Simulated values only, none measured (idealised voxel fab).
Name of the process module below: voxel air gaps
The cross-section on display is named cut; it measures 205 nm wide, and its cells are 5 nm squares.
In what follows, cross-sections appear as grids of square cells, described through bands that run from the top down, where every band is one or more rows of cells. Band entry format. Leading values: height of top, height of bottom, nm. Remainder: materials in left-to-right order, each with its width in nm. Special words: "edge to edge" on a single material, which then fills the band edge to edge; "empty", empty space. Where do heights start? At 0: under that level the wafer as delivered is made of one material only. And the lowest band has no floor; it just carries on downward, as in "top 0, no bottom". The notation "30..40" denotes a width that varies across the rows of cells in the band, beginning at the first number in the top row, finishing at the second number in the bottom row, and changing by an identical amount from each row to the next. What does "no change occurred" mean for a step? It means no cell of the cross-section changed in that step. "Closed void inventory" enumerates empty spaces isolated from the top, with no open way to it, that contain at least 8 cells, giving each as width x height at distance from the left edge, all three in nm. Note: text after step settings on the step line = simulator remark on that step. On any step carrying a mask, the "overlay nm" setting, if present on the step's line, tells how far right of its planned place the mask lay; negative values point to the left.

# Listed below are the process steps as planned
1 op RECEIVE | material Si
2 op CONFORMAL_DEP | material SiO2 | thk nm 15
3 op CONFORMAL_DEP | material SiN | thk nm 5
4 op DIRECTIONAL_DEP | material lowk | thk nm 40
5 op DIRECTIONAL_DEP | material aC | thk nm 15
6 op PATTERN | tone open | mask id LINES | material resist | width nm 25 | pitch nm 50 | thk nm 30 | overlay nm 0
7 op DIRECTIONAL_ETCH | etch materials aC | depth nm 15
8 op STRIP | etch materials resist
9 op DIRECTIONAL_ETCH | etch materials lowk | depth nm 40
10 op STRIP | etch materials aC
11 op CONFORMAL_DEP | material TiN | thk nm 5
12 op FILL_DEP | material W | thk nm 10
13 op CMP | height nm 60
14 op EPI | material Ru | thk nm 10
15 op SELECTIVE_ETCH | etch materials lowk | depth nm 50
16 op CONFORMAL_DEP | material SiCN | thk nm 5

# Cross-section of the wafer upon arrival, representing the state reached after step 1
	top 0, no bottom = Si edge to edge
	Closed void inventory: none

# Wafer cross-section at end of module: start and plan as shown above, one execution error
	top 75, bottom 70 = SiCN edge to edge
	top 70, bottom 60 = Ru 50; SiCN 5; Ru 45; SiCN 5; Ru 45; SiCN 5; Ru 50
	top 60, bottom 55 = W 35; TiN 5; SiCN 25; TiN 5; W 15; TiN 5; SiCN 25; TiN 5; W 15; TiN 5; SiCN 25; TiN 5; W 35
	top 55, bottom 25 = W 35; TiN 5; SiCN 5; empty 15; SiCN 5; TiN 5; W 15; TiN 5; SiCN 5; empty 15; SiCN 5; TiN 5; W 15; TiN 5; SiCN 5; empty 15; SiCN 5; TiN 5; W 35
	top 25, bottom 20 = TiN 40; SiCN 25; TiN 25; SiCN 25; TiN 25; SiCN 25; TiN 40
	top 20, bottom 15 = SiN edge to edge
	top 15, bottom 0 = SiO2 edge to edge
	top 0, no bottom = Si edge to edge
	Closed void inventory: 15 x 30 at 45; 15 x 30 at 95; 15 x 30 at 145
Deviation from plan: rather than as planned, step 6 actually ran as op PATTERN | tone cover | mask id LINES | material resist | width nm 25 | pitch nm 50 | thk nm 30 | overlay nm 0
